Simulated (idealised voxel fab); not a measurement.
The process module presented herein is designated voxel capacitor over wiring.
Section cut is 295 nm wide and gridded with 5 nm square cells.
Throughout this document, each cross-section is represented as a grid of square cells and is presented as a sequence of bands enumerated from the top downward, where a band comprises one or more rows of cells. This entry defines a band. It first specifies the height of the band's top and the height of its bottom in nm, and then specifies the band's materials from left to right, stating each material with its width in nm. The word "throughout" identifies a single material that fills the band from edge to edge, while the word "empty" identifies empty space. Beneath 0, the wafer as received is one material, and that level is where height counting begins. The lowest band goes on downward without a bottom; it is written like "0 and below". It should be noted that a width expressed as "30 to 40" varies in equal increments from row to row of cells within the band, taking the value of the first number at the top row and that of the second number at the bottom row. Step marked "nothing different"? Then no cell in the cross-section changed in it. Sealed internal voids: empty space of 8 cells or more with no open way to the top, each as width x height at its distance from the left edge, in nm. Past the settings on a step's line: simulator remark, on that step. overlay nm: where the mask lay relative to plan, measured to the right, on steps with a mask; negatives go left.

Set out below are the planned steps of the process:
1. op RECEIVE | material Si
2. op CONFORMAL_DEP | material SiO2 | thk nm 15
3. op CONFORMAL_DEP | material SiCN | thk nm 5
4. op DIRECTIONAL_DEP | material SiO2 | thk nm 20
5. op MASKED_ETCH | tone open | mask id METAL_1 | width nm 20 | pitch nm 85 | etch materials SiO2 | depth nm 20 | overlay nm 0
6. op MASKED_ETCH | tone open | mask id METAL_1 | width nm 20 | pitch nm 85 | etch materials SiCN | depth nm 5 | overlay nm 0
7. op CONFORMAL_DEP | material TiN | thk nm 5
8. op FILL_DEP | material Cu | thk nm 10
9. op CMP | height nm 40
10. op CONFORMAL_DEP | material SiCN | thk nm 5
11. op DIRECTIONAL_DEP | material SiO2 | thk nm 10
12. op DIRECTIONAL_DEP | material aC | thk nm 15
13. op PATTERN | tone open | mask id PLUG_1 | material resist | width nm 15 | thk nm 35 | overlay nm 0
14. op DIRECTIONAL_ETCH | etch materials aC | depth nm 15
15. op STRIP | etch materials resist
16. op DIRECTIONAL_ETCH | etch materials SiO2 | depth nm 10
17. op DIRECTIONAL_ETCH | etch materials SiCN | depth nm 5
18. op STRIP | etch materials aC
19. op EPI | material Ru | thk nm 10
20. op EPI | material Ru | thk nm 5
21. op DIRECTIONAL_DEP | material TiN | thk nm 10
22. op DIRECTIONAL_DEP | material SiN | thk nm 5
23. op DIRECTIONAL_DEP | material TiN | thk nm 5
24. op DIRECTIONAL_DEP | material aC | thk nm 15
25. op PATTERN | tone cover | mask id UPPER_PLATE | material resist | width nm 70 | thk nm 30 | overlay nm 0
26. op DIRECTIONAL_ETCH | etch materials aC | depth nm 15
27. op STRIP | etch materials resist
28. op DIRECTIONAL_ETCH | etch materials TiN | depth nm 5
29. op DIRECTIONAL_ETCH | etch materials SiN | depth nm 5
30. op STRIP | etch materials aC
31. op DIRECTIONAL_DEP | material aC | thk nm 15
32. op PATTERN | tone cover | mask id LOWER_PLATE | material resist | width nm 80 | thk nm 30 | overlay nm 0
33. op DIRECTIONAL_ETCH | etch materials aC | depth nm 15
34. op STRIP | etch materials resist
35. op DIRECTIONAL_ETCH | etch materials TiN | depth nm 10
36. op STRIP | etch materials aC
37. op FILL_DEP | material SiO2 | thk nm 15
38. op CMP | height nm 85
39. op DIRECTIONAL_DEP | material aC | thk nm 10
40. op PATTERN | tone open | mask id PLUG_2 | material resist | width nm 15 | thk nm 25 | overlay nm 0
41. op DIRECTIONAL_ETCH | etch materials aC | depth nm 10
42. op STRIP | etch materials resist
43. op DIRECTIONAL_ETCH | etch materials SiO2 | depth nm 10
44. op STRIP | etch materials aC
45. op CONFORMAL_DEP | material TiN | thk nm 5
46. op FILL_DEP | material Cu | thk nm 5
47. op CMP | height nm 85
48. op CONFORMAL_DEP | material SiN | thk nm 5

Cross-section of the wafer at receipt, which is the condition after step 1:
* 0 and below: Si throughout
* Sealed internal voids: none

End-of-module cross-section. Starting structure and process plan as above; one mistake made in running it:
* 85 down to 80: SiN throughout
* 80 down to 70: SiO2: 110 to 100, then TiN: 15 to 70, then SiO2: 170 to 125
* 70 down to 65: SiO2: 100, then SiN: 70, then SiO2: 125
* 65 down to 55: SiO2: 95, then TiN: 80, then SiO2: 120
* 55 down to 45: SiO2: 100, then Ru: 15, then SiO2: 180
* 45 down to 40: SiCN: 100, then Ru: 15, then SiCN: 180
* 40 down to 20: SiO2: 95, then TiN: 5, then Cu: 10, then TiN: 5, then SiO2: 65, then TiN: 5, then Cu: 10, then TiN: 5, then SiO2: 95
* 20 down to 15: SiCN: 95, then TiN: 20, then SiCN: 65, then TiN: 20, then SiCN: 95
* 15 down to 0: SiO2 throughout
* 0 and below: Si throughout
* Sealed internal voids: none
Diagnosis: for step 47, the planned setting was not used; the step was instead run as op CMP | height nm 80
